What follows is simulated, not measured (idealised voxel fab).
Process module under the name voxel wiring stack
Cross-section cut: width 270 nm, square cells of 5 nm.
The cross-sections in this document take the form of a grid made of square cells. They are written out as bands, in order from top to bottom. Each band consists of one or more rows of cells.
Look at the band entry: it leads with the top's height and the bottom's height in nm. Then it lists the materials left to right, with a width in nm for each. The word "throughout" on a single material says that material fills the band edge to edge. The word "blank" is empty space.
Height datum 0, below which the as-received substrate wafer is one material. Lowest band open at the bottom, running downward: "0 down".
Think of "30 to 40" as a width that walks from the first number to the second as you go down the band, top row to bottom row, taking equal-sized steps from row to row.
You'll sometimes find "nothing altered" written for a step, and that's the way of saying that nowhere in the cross-section did a cell change during that step.
"Enclosed void listing" - sealed voids, min. 8 cells, no opening to top; format: width x height at distance (distance from left edge; nm throughout).
Anything after a step's settings on that line? It's the simulator's own note about the step.
The optional step-line setting "overlay nm" applies to steps with a mask and quantifies how far to the right of its planned location the mask lay, a negative value indicating leftward placement.

Process steps (planned)
1: RECEIVE (material Si)
2: CONFORMAL_DEP (material SiO2; thk nm 15)
3: CONFORMAL_DEP (material SiN; thk nm 5)
4: DIRECTIONAL_DEP (material SiO2; thk nm 20)
5: DIRECTIONAL_DEP (material aC; thk nm 10)
6: PATTERN (tone open; mask id METAL_1; material resist; width nm 30; pitch nm 55; thk nm 30; overlay nm 0)
7: DIRECTIONAL_ETCH (etch materials aC; depth nm 10)
8: STRIP (etch materials resist)
9: DIRECTIONAL_ETCH (etch materials SiO2; depth nm 20)
10: DIRECTIONAL_ETCH (etch materials SiN; depth nm 5)
11: STRIP (etch materials aC)
12: CONFORMAL_DEP (material TiN; thk nm 5)
13: FILL_DEP (material Cu; thk nm 10)
14: CMP (height nm 40)
15: CONFORMAL_DEP (material SiCN; thk nm 5)
16: DIRECTIONAL_DEP (material lowk; thk nm 25)
17: PATTERN (tone open; mask id METAL_2; material resist; width nm 30; pitch nm 55; thk nm 15; overlay nm 0)
18: DIRECTIONAL_ETCH (etch materials lowk; depth nm 15)
19: STRIP (etch materials resist)
20: PATTERN (tone open; mask id METAL_2_HOLES; material resist; width nm 15; pitch nm 110; thk nm 15; overlay nm 0)
21: DIRECTIONAL_ETCH (etch materials lowk; depth nm 10)
22: DIRECTIONAL_ETCH (etch materials SiCN; depth nm 5)
23: STRIP (etch materials resist)
24: CONFORMAL_DEP (material TiN; thk nm 5)
25: FILL_DEP (material Ru; thk nm 10)
26: CMP (height nm 70)
27: CONFORMAL_DEP (material SiN; thk nm 5)

Cross-sectional view of the wafer in its as-received condition, corresponding to the state after step 1
> 0 down = Si throughout
> Enclosed void listing: none

First of two wafers, end-of-module section, run followed plan
> 75 to 70 = SiN throughout
> 70 to 60 = 65 of lowk, then 5 of TiN, then 20 of Ru, then 5 of TiN, then 25 of lowk, then 5 of TiN, then 20 of Ru, then 5 of TiN, then 25 of lowk, then 5 of TiN, then 20 of Ru, then 5 of TiN, then 65 of lowk
> 60 to 55 = 65 of lowk, then 5 of TiN, then 5 of Ru, then 20 of TiN, then 25 of lowk, then 30 of TiN, then 25 of lowk, then 5 of TiN, then 5 of Ru, then 20 of TiN, then 65 of lowk
> 55 to 45 = 65 of lowk, then 5 of TiN, then 5 of Ru, then 5 of TiN, then 95 of lowk, then 5 of TiN, then 5 of Ru, then 5 of TiN, then 80 of lowk
> 45 to 40 = 65 of SiCN, then 15 of TiN, then 95 of SiCN, then 15 of TiN, then 80 of SiCN
> 40 to 20 = 65 of SiO2, then 5 of TiN, then 20 of Cu, then 5 of TiN, then 25 of SiO2, then 5 of TiN, then 20 of Cu, then 5 of TiN, then 25 of SiO2, then 5 of TiN, then 20 of Cu, then 5 of TiN, then 65 of SiO2
> 20 to 15 = 65 of SiN, then 30 of TiN, then 25 of SiN, then 30 of TiN, then 25 of SiN, then 30 of TiN, then 65 of SiN
> 15 to 0 = SiO2 throughout
> 0 down = Si throughout
> Enclosed void listing: none

Cross-section at end of module for the second wafer of two, which matched the first in starting point and plan and differed by one mistake in its processing
> 75 to 70 = SiN throughout
> 70 to 60 = 65 of lowk, then 5 of TiN, then 20 of Ru, then 5 of TiN, then 25 of lowk, then 5 of TiN, then 20 of Ru, then 5 of TiN, then 25 of lowk, then 5 of TiN, then 20 of Ru, then 5 of TiN, then 65 of lowk
> 60 to 55 = 65 of lowk, then 5 of TiN, then 5 of Ru, then 20 of TiN, then 25 of lowk, then 30 of TiN, then 25 of lowk, then 5 of TiN, then 5 of Ru, then 20 of TiN, then 65 of lowk
> 55 to 50 = 65 of lowk, then 5 of TiN, then 5 of Ru, then 5 of TiN, then 95 of lowk, then 5 of TiN, then 5 of Ru, then 5 of TiN, then 80 of lowk
> 50 to 45 = 65 of lowk, then 15 of TiN, then 95 of lowk, then 15 of TiN, then 80 of lowk
> 45 to 40 = SiN throughout
> 40 to 20 = 65 of SiO2, then 5 of TiN, then 20 of Cu, then 5 of TiN, then 25 of SiO2, then 5 of TiN, then 20 of Cu, then 5 of TiN, then 25 of SiO2, then 5 of TiN, then 20 of Cu, then 5 of TiN, then 65 of SiO2
> 20 to 15 = 65 of SiN, then 30 of TiN, then 25 of SiN, then 30 of TiN, then 25 of SiN, then 30 of TiN, then 65 of SiN
> 15 to 0 = SiO2 throughout
> 0 down = Si throughout
> Enclosed void listing: none
Heads up, the wafer didn't run the way we planned it: step 15 ran differently from the plan; actual operation with settings: CONFORMAL_DEP (material SiN; thk nm 5)
Once processing is complete, comparing cell counts shows that the second wafer has more or fewer of certain materials than the first: -2 Ru; -48 SiCN; +54 SiN; -4 TiN
